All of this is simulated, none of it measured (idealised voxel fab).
Presented below is a process module, voxel wiring stack.
cross-section cut | 265 nm wide | cells 5 nm
In this document a cross-section is written as a grid of square cells. It is given as a series of bands, listed from the top down, and a band is one or more rows of cells. Quick guide to a band line: top height, bottom height (nm) up front; then every material left to right with its width in nm. Only one material and it's marked "throughout"? Then it fills the band edge to edge. And "air" just means empty space. The level at which height equals 0 is the one under which the wafer, as it arrives, is entirely one material. No lower edge exists for the bottom band, which continues downward and is notated as in "0 nm and below". The notation "30..40" denotes a width that varies across the rows of cells in the band, beginning at the first number in the top row, finishing at the second number in the bottom row, and changing by an identical amount from each row to the next. The designation "all unchanged", where it is given for a processing step, indicates that no cell of the cross-section was altered in the course of that step. Reported under the label "Voids, enclosed" are the empty spaces having no open way to the top and comprising 8 cells or more; the notation for each is width x height at distance, in which the distance is measured from the left edge and all three values are in nm. On a step's line, text after the settings is the simulator commenting on that step. The line of a step may include "overlay nm". On a step with a mask, this value is how far to the right of its planned place the mask lay. A negative value means the mask lay to the left.
**Planned step list for the process**
1: op RECEIVE | material Si
2: op CONFORMAL_DEP | material SiO2 | thk nm 15
3: op CONFORMAL_DEP | material SiN | thk nm 5
4: op DIRECTIONAL_DEP | material lowk | thk nm 25
5: op DIRECTIONAL_DEP | material aC | thk nm 10
6: op PATTERN | tone open | mask id METAL_1 | material resist | width nm 25 | pitch nm 45 | thk nm 25 | overlay nm 0
7: op DIRECTIONAL_ETCH | etch materials aC | depth nm 10
8: op STRIP | etch materials resist
9: op DIRECTIONAL_ETCH | etch materials lowk | depth nm 25
10: op DIRECTIONAL_ETCH | etch materials SiN | depth nm 5
11: op STRIP | etch materials aC
12: op CONFORMAL_DEP | material TiN | thk nm 5
13: op FILL_DEP | material Cu | thk nm 10
14: op CMP | height nm 45
15: op CONFORMAL_DEP | material SiCN | thk nm 5
16: op DIRECTIONAL_DEP | material SiO2 | thk nm 10
17: op DIRECTIONAL_DEP | material aC | thk nm 10
18: op PATTERN | tone open | mask id PLUG_1 | material resist | width nm 15 | thk nm 25 | overlay nm 0
19: op DIRECTIONAL_ETCH | etch materials aC | depth nm 10
20: op STRIP | etch materials resist
21: op DIRECTIONAL_ETCH | etch materials SiO2 | depth nm 10
22: op DIRECTIONAL_ETCH | etch materials SiCN | depth nm 5
23: op STRIP | etch materials aC
24: op CONFORMAL_DEP | material TiN | thk nm 5
25: op FILL_DEP | material Ru | thk nm 10
26: op CMP | height nm 60
27: op CONFORMAL_DEP | material SiN | thk nm 5
28: op DIRECTIONAL_DEP | material SiO2 | thk nm 15
29: op MASKED_ETCH | tone open | mask id METAL_2 | width nm 25 | pitch nm 45 | etch materials SiO2 | depth nm 15 | overlay nm 0
30: op MASKED_ETCH | tone open | mask id METAL_2 | width nm 25 | pitch nm 45 | etch materials SiN | depth nm 5 | overlay nm 0
31: op CONFORMAL_DEP | material TiN | thk nm 5
32: op FILL_DEP | material W | thk nm 10
33: op CMP | height nm 80
34: op CONFORMAL_DEP | material SiCN | thk nm 5
35: op DIRECTIONAL_DEP | material lowk | thk nm 20
36: op MASKED_ETCH | tone open | mask id PLUG_2 | width nm 15 | pitch nm 45 | etch materials lowk | depth nm 20 | overlay nm 0
37: op MASKED_ETCH | tone open | mask id PLUG_2 | width nm 15 | pitch nm 45 | etch materials SiCN | depth nm 5 | overlay nm 0
38: op CONFORMAL_DEP | material TiN | thk nm 5
39: op FILL_DEP | material W | thk nm 10
40: op CMP | height nm 105
41: op CONFORMAL_DEP | material SiN | thk nm 5
42: op DIRECTIONAL_DEP | material SiO2 | thk nm 10
43: op DIRECTIONAL_DEP | material aC | thk nm 15
44: op PATTERN | tone open | mask id METAL_3 | material resist | width nm 25 | pitch nm 45 | thk nm 30 | overlay nm 0
45: op DIRECTIONAL_ETCH | etch materials aC | depth nm 15
46: op STRIP | etch materials resist
47: op DIRECTIONAL_ETCH | etch materials SiO2 | depth nm 20
48: op DIRECTIONAL_ETCH | etch materials SiN | depth nm 5
49: op STRIP | etch materials aC
50: op CONFORMAL_DEP | material TiN | thk nm 5
51: op FILL_DEP | material W | thk nm 10
52: op CMP | height nm 130
53: op EPI | material Ru | thk nm 5
54: op FILL_DEP | material SiCN | thk nm 5
Quick note for whoever runs this: the wafers start identical, but the thk nm at step 42 isn't the same across them. The plan just shows what the first wafer had.
**Received wafers, first of several: cross-section after step 1**
	0 nm and below | Si throughout
	Voids, enclosed: none
**Cross-section after step 54, the final step of the module, for the first of several wafers**
	140 nm to 135 nm | SiCN throughout
	135 nm to 130 nm | Ru throughout
	130 nm to 125 nm | W throughout
	125 nm to 120 nm | TiN 100; W 15; TiN 30; W 15; TiN 105
	120 nm to 110 nm | SiO2 95; TiN 5; W 15; TiN 5; SiO2 20; TiN 5; W 15; TiN 5; SiO2 100
	110 nm to 105 nm | SiN 95; TiN 25; SiN 20; TiN 25; SiN 100
	105 nm to 85 nm | lowk 95; TiN 5; W 5; TiN 5; lowk 30; TiN 5; W 5; TiN 5; lowk 110
	85 nm to 80 nm | SiCN 95; TiN 15; SiCN 30; TiN 15; SiCN 110
	80 nm to 65 nm | SiO2 95; TiN 5; W 15; TiN 5; SiO2 20; TiN 5; W 15; TiN 5; SiO2 100
	65 nm to 60 nm | SiN 95; TiN 25; SiN 20; TiN 25; SiN 100
	60 nm to 50 nm | SiO2 95; TiN 5; Ru 5; TiN 5; SiO2 155
	50 nm to 45 nm | SiCN 95; TiN 15; SiCN 155
	45 nm to 20 nm | lowk 95; TiN 5; Cu 15; TiN 5; lowk 20; TiN 5; Cu 15; TiN 5; lowk 100
	20 nm to 15 nm | SiN 95; TiN 25; SiN 20; TiN 25; SiN 100
	15 nm to 0 nm | SiO2 throughout
	0 nm and below | Si throughout
	Voids, enclosed: none
**X-section, last wafer, module end**
	140 nm to 135 nm | SiCN throughout
	135 nm to 130 nm | SiCN 90; Ru 35; SiCN 10; Ru 35; SiCN 95
	130 nm to 125 nm | SiO2 95; TiN 25; SiO2 20; TiN 25; SiO2 100
	125 nm to 110 nm | SiO2 throughout
	110 nm to 105 nm | SiN throughout
	105 nm to 85 nm | lowk 95; TiN 5; W 5; TiN 5; lowk 30; TiN 5; W 5; TiN 5; lowk 110
	85 nm to 80 nm | SiCN 95; TiN 15; SiCN 30; TiN 15; SiCN 110
	80 nm to 65 nm | SiO2 95; TiN 5; W 15; TiN 5; SiO2 20; TiN 5; W 15; TiN 5; SiO2 100
	65 nm to 60 nm | SiN 95; TiN 25; SiN 20; TiN 25; SiN 100
	60 nm to 50 nm | SiO2 95; TiN 5; Ru 5; TiN 5; SiO2 155
	50 nm to 45 nm | SiCN 95; TiN 15; SiCN 155
	45 nm to 20 nm | lowk 95; TiN 5; Cu 15; TiN 5; lowk 20; TiN 5; Cu 15; TiN 5; lowk 100
	20 nm to 15 nm | SiN 95; TiN 25; SiN 20; TiN 25; SiN 100
	15 nm to 0 nm | SiO2 throughout
	0 nm and below | Si throughout
	Voids, enclosed: none
**Table: wafers, a row each; end-of-module cell change per material since receipt, gain (+), loss (-); then closed voids**
thk nm 10, +30 Cu, +55 Ru, +150 SiCN, +129 SiN, +474 SiO2, +146 TiN, +97 W, +403 lowk, Voids, enclosed: none
thk nm 15, +30 Cu, +55 Ru, +150 SiCN, +129 SiN, +517 SiO2, +150 TiN, +50 W, +403 lowk, Voids, enclosed: none
thk nm 20, +30 Cu, +16 Ru, +189 SiCN, +129 SiN, +560 SiO2, +107 TiN, +50 W, +403 lowk, Voids, enclosed: none
thk nm 25, +30 Cu, +16 Ru, +189 SiCN, +139 SiN, +570 SiO2, +99 TiN, +38 W, +403 lowk, Voids, enclosed: none
thk nm 30, +30 Cu, +16 Ru, +189 SiCN, +139 SiN, +580 SiO2, +95 TiN, +32 W, +403 lowk, Voids, enclosed: none
thk nm 35, +30 Cu, +16 Ru, +189 SiCN, +139 SiN, +590 SiO2, +91 TiN, +26 W, +403 lowk, Voids, enclosed: none
